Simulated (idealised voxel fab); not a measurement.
process module | voxel transistor to metal
cross-section cut | 210 nm wide | cells 5 nm
A cross-section is a grid of square cells, given in bands from the top down. A band is one or more rows of cells.
Each band's line starts with the height of the band's top and of its bottom, in nm. Then come its materials from left to right, each with its width in nm. One material with "throughout" fills the band from edge to edge. "air" is empty space.
Height 0 is the level under which the wafer as received is all one material. The lowest band goes on downwards, as in "0 down".
A width such as "30 to 40" changes by the same amount from each row of cells to the next, from the band's top row to its bottom row.
"no change" after a step means that no cell of the cross-section changed.
closed voids: empty space of 8 cells or more with no open way to the top, each as width x height at its distance from the left edge, in nm
after a step's settings: what the simulator itself notes on the step
overlay nm, on a step with a mask: how far to the right of its planned place the mask lay; to the left if negative
plan
1 op RECEIVE | material Si
2 op OXIDIZE | depth nm 5
3 op CONFORMAL_DEP | material SiN | thk nm 15
4 op MASKED_ETCH | tone cover | mask id ACTIVE | width nm 115 | etch materials SiN | depth nm 15 | overlay nm 0
5 op MASKED_ETCH | tone cover | mask id ACTIVE | width nm 115 | etch materials SiO2 | depth nm 5 | overlay nm 0
6 op MASKED_ETCH | tone cover | mask id ACTIVE | width nm 115 | etch materials Si | depth nm 25 | overlay nm 0
7 op OXIDIZE | depth nm 5
8 op FILL_DEP | material SiO2 | thk nm 15
9 op CMP | height nm 15
10 op SELECTIVE_ETCH | etch materials SiO2 | depth nm 10
11 op STRIP | etch materials SiN
12 op SELECTIVE_ETCH | etch materials SiO2 | depth nm 5
13 op OXIDIZE | depth nm 5
14 op DIRECTIONAL_DEP | material polySi | thk nm 25
15 op DIRECTIONAL_DEP | material SiCN | thk nm 10
16 op DIRECTIONAL_DEP | material aC | thk nm 10
17 op PATTERN | tone cover | mask id GATE | material resist | width nm 15 | thk nm 25 | overlay nm 0
18 op DIRECTIONAL_ETCH | etch materials aC | depth nm 10
19 op STRIP | etch materials resist
20 op DIRECTIONAL_ETCH | etch materials SiCN | depth nm 20
21 op DIRECTIONAL_ETCH | etch materials polySi | depth nm 35
22 op STRIP | etch materials aC
23 op CONFORMAL_DEP | material SiN | thk nm 10
24 op DIRECTIONAL_ETCH | etch materials SiN | depth nm 10
25 op DIRECTIONAL_ETCH | etch materials SiO2 | depth nm 5
26 op DIRECTIONAL_ETCH | etch materials Si | depth nm 10
27 op EPI | material nSi | thk nm 15
28 op FILL_DEP | material SiO2 | thk nm 5
29 op CMP | height nm 30
30 op DIRECTIONAL_DEP | material SiO2 | thk nm 15
31 op DIRECTIONAL_DEP | material aC | thk nm 10
32 op PATTERN | tone open | mask id CONTACT | material resist | width nm 20 | pitch nm 75 | thk nm 30 | overlay nm 0
33 op DIRECTIONAL_ETCH | etch materials aC | depth nm 10
34 op STRIP | etch materials resist
35 op DIRECTIONAL_ETCH | etch materials SiO2 | depth nm 50
36 op STRIP | etch materials aC
37 op CONFORMAL_DEP | material TiN | thk nm 5
38 op FILL_DEP | material W | thk nm 5
39 op CMP | height nm 45
40 op CONFORMAL_DEP | material SiCN | thk nm 5
41 op DIRECTIONAL_DEP | material lowk | thk nm 25
42 op PATTERN | tone open | mask id METAL_1 | material resist | width nm 20 | pitch nm 75 | thk nm 15 | overlay nm 0
43 op DIRECTIONAL_ETCH | etch materials lowk | depth nm 25
44 op DIRECTIONAL_ETCH | etch materials SiCN | depth nm 5
45 op STRIP | etch materials resist
46 op CONFORMAL_DEP | material TiN | thk nm 5
47 op FILL_DEP | material Ru | thk nm 10
48 op CMP | height nm 75
49 op CONFORMAL_DEP | material SiN | thk nm 5
as received, after step 1
  0 down: Si throughout
  closed voids: none
first wafer at the end, as planned
  80 to 75: SiN throughout
  75 to 50: lowk 55 | TiN 5 | Ru 10 | TiN 5 | lowk 55 | TiN 5 | Ru 10 | TiN 5 | lowk 60
  50 to 45: SiCN 55 | TiN 20 | SiCN 55 | TiN 20 | SiCN 60
  45 to 30: SiO2 55 | TiN 5 | W 10 | TiN 5 | SiO2 55 | TiN 5 | W 10 | TiN 5 | SiO2 60
  30 to 20: SiO2 55 | TiN 5 | W 10 | TiN 5 | SiO2 10 | SiN 10 | SiCN 15 | SiN 10 | SiO2 10 | TiN 5 | W 10 | TiN 5 | SiO2 60
  20 to 10: SiO2 55 | TiN 5 | W 10 | TiN 5 | SiO2 10 | SiN 10 | polySi 15 | SiN 10 | SiO2 10 | TiN 5 | W 10 | TiN 5 | SiO2 60
  10 to 5: SiO2 55 | TiN 5 | W 5 | TiN 10 | SiO2 10 | SiN 10 | polySi 15 | SiN 10 | SiO2 10 | TiN 10 | W 5 | TiN 5 | SiO2 60
  5 to 0: SiO2 55 | TiN 5 | W 5 | TiN 5 | nSi 15 | SiN 10 | polySi 15 | SiN 10 | nSi 15 | TiN 5 | W 5 | TiN 5 | SiO2 60
  0 to -5: SiO2 40 | SiN 10 | SiO2 5 | TiN 15 | nSi 15 | SiN 10 | polySi 15 | SiN 10 | nSi 15 | TiN 15 | SiO2 5 | SiN 10 | SiO2 45
  -5 to -10: SiO2 50 | nSi 35 | SiO2 35 | nSi 35 | SiO2 55
  -10 to -20: SiO2 50 | nSi 35 | Si 35 | nSi 35 | SiO2 55
  -20 to -35: SiO2 50 | Si 105 | SiO2 55
  -35 down: Si throughout
  closed voids: none
second wafer at the end: like start, like plan, one mistake
  80 to 75: SiN throughout
  75 to 50: lowk 55 | TiN 5 | Ru 10 | TiN 5 | lowk 55 | TiN 5 | Ru 10 | TiN 5 | lowk 60
  50 to 45: SiCN 55 | TiN 20 | SiCN 55 | TiN 20 | SiCN 60
  45 to 30: SiO2 55 | TiN 5 | W 10 | TiN 5 | SiO2 55 | TiN 5 | W 10 | TiN 5 | SiO2 60
  30 to 20: SiO2 55 | TiN 5 | W 10 | TiN 5 | SiO2 10 | SiN 10 | polySi 15 | SiN 10 | SiO2 10 | TiN 5 | W 10 | TiN 5 | SiO2 60
  20 to 15: SiO2 55 | TiN 20 | SiO2 10 | SiN 10 | polySi 15 | SiN 10 | SiO2 10 | TiN 20 | SiO2 60
  15 to 0: SiO2 45 | SiN 115 | SiO2 50
  0 to -5: SiO2 throughout
  -5 to -35: SiO2 50 | Si 105 | SiO2 55
  -35 down: Si throughout
  closed voids: none
what went wrong: step 9 was left out
at the end the second wafer has, in cells: 49 more of Si | 6 fewer of SiCN | 49 more of SiN | 4 fewer of SiO2 | 16 fewer of TiN | 12 fewer of W | 54 fewer of nSi | 6 fewer of polySi
